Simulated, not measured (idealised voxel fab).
Module name: voxel released beams (process module)
FYI the section here is cut, 210 nm wide, cells are 5 nm squares.
Reading order for cross-sections: top band down to bottom band. Underlying form: a grid of square cells. Band size: one or more rows of cells.
Top height, bottom height, nm. Materials left to right, width each, nm. Single material + "all across" = fills band edge to edge. "empty" = empty.
Height is counted from the level 0, under which the received wafer is composed throughout of one material. The lowest of the bands is not closed at the bottom but continues downward, in the notation "0 down".
Think of "30 to 40" as a width that walks from the first number to the second as you go down the band, top row to bottom row, taking equal-sized steps from row to row.
Any step labelled "no alterations made" changed none of the cells in the cross-section.
The entry "Enclosed internal voids" lists the empty spaces that cover at least 8 cells and have no open path to the top. Each is written as width x height at distance, where the distance is measured from the left edge and all three values are in nm.
That trailing text on a step's line, after the settings, is the simulator's own remark on the step.
Steps that use a mask can have "overlay nm" on their line. It says how far the mask sat to the right of where it was meant to be. Negative means to the left.
This section lists the process steps that were planned
- 1: RECEIVE, material Si
- 2: CONFORMAL_DEP, material SiN, thk nm 10
- 3: DIRECTIONAL_DEP, material SiO2, thk nm 15
- 4: DIRECTIONAL_DEP, material aC, thk nm 15
- 5: PATTERN, tone open, mask id ANCHOR, material resist, width nm 45, thk nm 30, overlay nm 0
- 6: DIRECTIONAL_ETCH, etch materials aC, depth nm 15
- 7: STRIP, etch materials resist
- 8: DIRECTIONAL_ETCH, etch materials SiO2, depth nm 15
- 9: STRIP, etch materials aC
- 10: CONFORMAL_DEP, material W, thk nm 15
- 11: DIRECTIONAL_DEP, material aC, thk nm 15
- 12: PATTERN, tone cover, mask id BEAM, material resist, width nm 120, thk nm 35, overlay nm 0
- 13: DIRECTIONAL_ETCH, etch materials aC, depth nm 15
- 14: STRIP, etch materials resist
- 15: DIRECTIONAL_ETCH, etch materials W, depth nm 15
- 16: STRIP, etch materials aC
- 17: STRIP, etch materials SiO2
The first of the two wafers, which ran as planned
Cross-sectional view of the wafer in its as-received condition, corresponding to the state after step 1
* 0 down: Si all across
* Enclosed internal voids: none
Sectional view: wafer, after step 2
* 10 to 0: SiN all across
* Note: structure below 0 unchanged.
Sectional view: wafer, after step 3
* 25 to 10: SiO2 all across
* Note: structure below 10 unchanged.
Sectional view: wafer, after step 4
* 40 to 25: aC all across
* Note: structure below 25 unchanged.
Sectional view: wafer, after step 5
* 70 to 40: resist (45), then empty (45), then resist (120)
* Note: structure below 40 unchanged.
Sectional view: wafer, after step 6
* 55 to 40: resist (45), then empty (45), then resist (120)
* 40 to 25: aC (45), then empty (45), then aC (120)
* Note: structure below 25 unchanged.
Sectional view: wafer, after step 7
* 40 to 25: aC (45), then empty (45), then aC (120)
* Note: structure below 25 unchanged.
Sectional view: wafer, after step 8
* 40 to 25: aC (45), then empty (45), then aC (120)
* 25 to 10: SiO2 (45), then empty (45), then SiO2 (120)
* Note: structure below 10 unchanged.
Sectional view: wafer, after step 9
* 25 to 10: SiO2 (45), then empty (45), then SiO2 (120)
* Note: structure below 10 unchanged.
Sectional view: wafer, after step 10
* 40 to 25: W (60), then empty (15), then W (135)
* 25 to 10: SiO2 (45), then W (45), then SiO2 (120)
* Note: structure below 10 unchanged.
Sectional view: wafer, after step 11
* 55 to 40: aC (60), then empty (15), then aC (135)
* 40 to 25: W (60), then aC (15), then W (135)
* Note: structure below 25 unchanged.
Sectional view: wafer, after step 12
* 90 to 55: empty (40), then resist (120), then empty (50)
* 55 to 40: aC (60), then resist (15), then aC (135)
* Note: structure below 40 unchanged.
Sectional view: wafer, after step 13
* 75 to 55: empty (40), then resist (120), then empty (50)
* 55 to 40: empty (40), then aC (20), then resist (15), then aC (85), then empty (50)
* Note: structure below 40 unchanged.
Sectional view: wafer, after step 14
* 55 to 40: empty (40), then aC (20), then empty (15), then aC (85), then empty (50)
* Note: structure below 40 unchanged.
Sectional view: wafer, after step 15
* 55 to 40: empty (40), then aC (20), then empty (15), then aC (85), then empty (50)
* 40 to 25: empty (40), then W (20), then aC (15), then W (85), then empty (50)
* Note: structure below 25 unchanged.
Sectional view: wafer, after step 16
* 40 to 25: empty (40), then W (20), then empty (15), then W (85), then empty (50)
* Note: structure below 25 unchanged.
Sectional view: wafer, after step 17
* 40 to 25: empty (40), then W (20), then empty (15), then W (85), then empty (50)
* 25 to 10: empty (45), then W (45), then empty (120)
* Note: structure below 10 unchanged.
What follows concerns the second wafer, which started out like the first and was meant to follow the very same plan; one mistake crept in when it was run, but everything up to and including step 1 is the same as for the first wafer
Cross-section, second wafer, at the end time the plan gives for step 2: no alterations made
Cross-section, second wafer, at the end time the plan gives for step 3
* 15 to 0: SiO2 all across
* Note: structure below 0 unchanged.
Cross-section, second wafer, at the end time the plan gives for step 4
* 30 to 15: aC all across
* Note: structure below 15 unchanged.
Cross-section, second wafer, at the end time the plan gives for step 5
* 60 to 30: resist (45), then empty (45), then resist (120)
* Note: structure below 30 unchanged.
Cross-section, second wafer, at the end time the plan gives for step 6
* 45 to 30: resist (45), then empty (45), then resist (120)
* 30 to 15: aC (45), then empty (45), then aC (120)
* Note: structure below 15 unchanged.
Cross-section, second wafer, at the end time the plan gives for step 7
* 30 to 15: aC (45), then empty (45), then aC (120)
* Note: structure below 15 unchanged.
Cross-section, second wafer, at the end time the plan gives for step 8
* 30 to 15: aC (45), then empty (45), then aC (120)
* 15 to 0: SiO2 (45), then empty (45), then SiO2 (120)
* Note: structure below 0 unchanged.
Cross-section, second wafer, at the end time the plan gives for step 9
* 15 to 0: SiO2 (45), then empty (45), then SiO2 (120)
* Note: structure below 0 unchanged.
Cross-section, second wafer, at the end time the plan gives for step 10
* 30 to 15: W (60), then empty (15), then W (135)
* 15 to 0: SiO2 (45), then W (45), then SiO2 (120)
* Note: structure below 0 unchanged.
Cross-section, second wafer, at the end time the plan gives for step 11
* 45 to 30: aC (60), then empty (15), then aC (135)
* 30 to 15: W (60), then aC (15), then W (135)
* Note: structure below 15 unchanged.
Cross-section, second wafer, at the end time the plan gives for step 12
* 80 to 45: empty (40), then resist (120), then empty (50)
* 45 to 30: aC (60), then resist (15), then aC (135)
* Note: structure below 30 unchanged.
Cross-section, second wafer, at the end time the plan gives for step 13
* 65 to 45: empty (40), then resist (120), then empty (50)
* 45 to 30: empty (40), then aC (20), then resist (15), then aC (85), then empty (50)
* Note: structure below 30 unchanged.
Cross-section, second wafer, at the end time the plan gives for step 14
* 45 to 30: empty (40), then aC (20), then empty (15), then aC (85), then empty (50)
* Note: structure below 30 unchanged.
Cross-section, second wafer, at the end time the plan gives for step 15
* 45 to 30: empty (40), then aC (20), then empty (15), then aC (85), then empty (50)
* 30 to 15: empty (40), then W (20), then aC (15), then W (85), then empty (50)
* Note: structure below 15 unchanged.
Cross-section, second wafer, at the end time the plan gives for step 16
* 30 to 15: empty (40), then W (20), then empty (15), then W (85), then empty (50)
* Note: structure below 15 unchanged.
Cross-section, second wafer, at the end time the plan gives for step 17
* 30 to 15: empty (40), then W (20), then empty (15), then W (85), then empty (50)
* 15 to 0: empty (45), then W (45), then empty (120)
* Note: structure below 0 unchanged.
Where did the run depart from the plan? the run left out plan step 2 entirely, so it was never executed
Count the cells at the end and the second wafer has more or fewer of some materials than the first: SiN: 84 fewer
